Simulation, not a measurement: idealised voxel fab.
process module | voxel capacitor over wiring
cross-section cut | 220 nm wide | cells 5 nm
A cross-section is a grid of square cells, given in bands from the top down. A band is one or more rows of cells.
Each band's line starts with the height of the band's top and of its bottom, in nm. Then come its materials from left to right, each with its width in nm. One material with "throughout" fills the band from edge to edge. "air" is empty space.
Height 0 is the level under which the wafer as received is all one material. The lowest band goes on downwards, as in "0 down".
A width such as "30 to 40" changes by the same amount from each row of cells to the next, from the band's top row to its bottom row.
"no change" after a step means that no cell of the cross-section changed.
closed voids: empty space of 8 cells or more with no open way to the top, each as width x height at its distance from the left edge, in nm
after a step's settings: what the simulator itself notes on the step
overlay nm, on a step with a mask: how far to the right of its planned place the mask lay; to the left if negative
plan
1 op RECEIVE | material Si
2 op CONFORMAL_DEP | material SiO2 | thk nm 10
3 op CONFORMAL_DEP | material SiN | thk nm 5
4 op DIRECTIONAL_DEP | material SiO2 | thk nm 15
5 op PATTERN | tone open | mask id METAL_1 | material resist | width nm 20 | pitch nm 80 | thk nm 20 | overlay nm 0
6 op DIRECTIONAL_ETCH | etch materials SiO2 | depth nm 15
7 op DIRECTIONAL_ETCH | etch materials SiN | depth nm 5
8 op STRIP | etch materials resist
9 op CONFORMAL_DEP | material TiN | thk nm 5
10 op FILL_DEP | material Ru | thk nm 10
11 op CMP | height nm 30
12 op EPI | material Ru | thk nm 5
13 op FILL_DEP | material SiCN | thk nm 5
14 op DIRECTIONAL_DEP | material lowk | thk nm 20
15 op DIRECTIONAL_DEP | material aC | thk nm 10
16 op PATTERN | tone open | mask id PLUG_1 | material resist | width nm 15 | thk nm 25 | overlay nm 0
17 op DIRECTIONAL_ETCH | etch materials aC | depth nm 10
18 op STRIP | etch materials resist
19 op DIRECTIONAL_ETCH | etch materials lowk | depth nm 20
20 op DIRECTIONAL_ETCH | etch materials SiCN | depth nm 5
21 op STRIP | etch materials aC
22 op EPI | material Ru | thk nm 10
23 op EPI | material Ru | thk nm 10
24 op EPI | material Ru | thk nm 5
25 op DIRECTIONAL_DEP | material TiN | thk nm 5
26 op DIRECTIONAL_DEP | material Al2O3 | thk nm 5
27 op DIRECTIONAL_DEP | material TiN | thk nm 5
28 op DIRECTIONAL_DEP | material aC | thk nm 15
29 op PATTERN | tone cover | mask id UPPER_PLATE | material resist | width nm 65 | thk nm 35 | overlay nm 0
30 op DIRECTIONAL_ETCH | etch materials aC | depth nm 15
31 op STRIP | etch materials resist
32 op DIRECTIONAL_ETCH | etch materials TiN | depth nm 5
33 op DIRECTIONAL_ETCH | etch materials Al2O3 | depth nm 5
34 op STRIP | etch materials aC
35 op DIRECTIONAL_DEP | material aC | thk nm 15
36 op PATTERN | tone cover | mask id LOWER_PLATE | material resist | width nm 75 | thk nm 35 | overlay nm 0
37 op DIRECTIONAL_ETCH | etch materials aC | depth nm 15
38 op STRIP | etch materials resist
39 op DIRECTIONAL_ETCH | etch materials TiN | depth nm 5
40 op STRIP | etch materials aC
41 op FILL_DEP | material SiO2 | thk nm 15
42 op CMP | height nm 85
43 op PATTERN | tone open | mask id PLUG_2 | material resist | width nm 15 | thk nm 15 | overlay nm 0
44 op DIRECTIONAL_ETCH | etch materials SiO2 | depth nm 10
45 op STRIP | etch materials resist
46 op CONFORMAL_DEP | material TiN | thk nm 5
47 op FILL_DEP | material Cu | thk nm 10
48 op CMP | height nm 85
49 op CONFORMAL_DEP | material SiN | thk nm 5
as received, after step 1
  0 down: Si throughout
  closed voids: none
a wafer at the end: this start, this plan, one mistake
  90 to 85: SiN throughout
  85 to 80: SiO2 65 | TiN 25 | SiO2 130
  80 to 75: SiO2 65 | Al2O3 25 | SiO2 130
  75 to 70: SiO2 60 | TiN 70 | SiO2 90
  70 to 65: SiO2 55 | Ru 35 | Al2O3 40 | SiO2 90
  65 to 60: SiO2 55 | Ru 35 | TiN 45 | SiO2 85
  60 to 40: lowk 65 | Ru 15 | lowk 140
  40 to 35: SiCN 65 | Ru 15 | SiCN 140
  35 to 30: SiCN 55 | Ru 30 | SiCN 50 | Ru 30 | SiCN 55
  30 to 15: SiO2 60 | TiN 5 | Ru 10 | TiN 5 | SiO2 60 | TiN 5 | Ru 10 | TiN 5 | SiO2 60
  15 to 10: SiN 60 | TiN 20 | SiN 60 | TiN 20 | SiN 60
  10 to 0: SiO2 throughout
  0 down: Si throughout
  closed voids: none
what went wrong: one of the steps 22 and 23, which are alike, was run twice
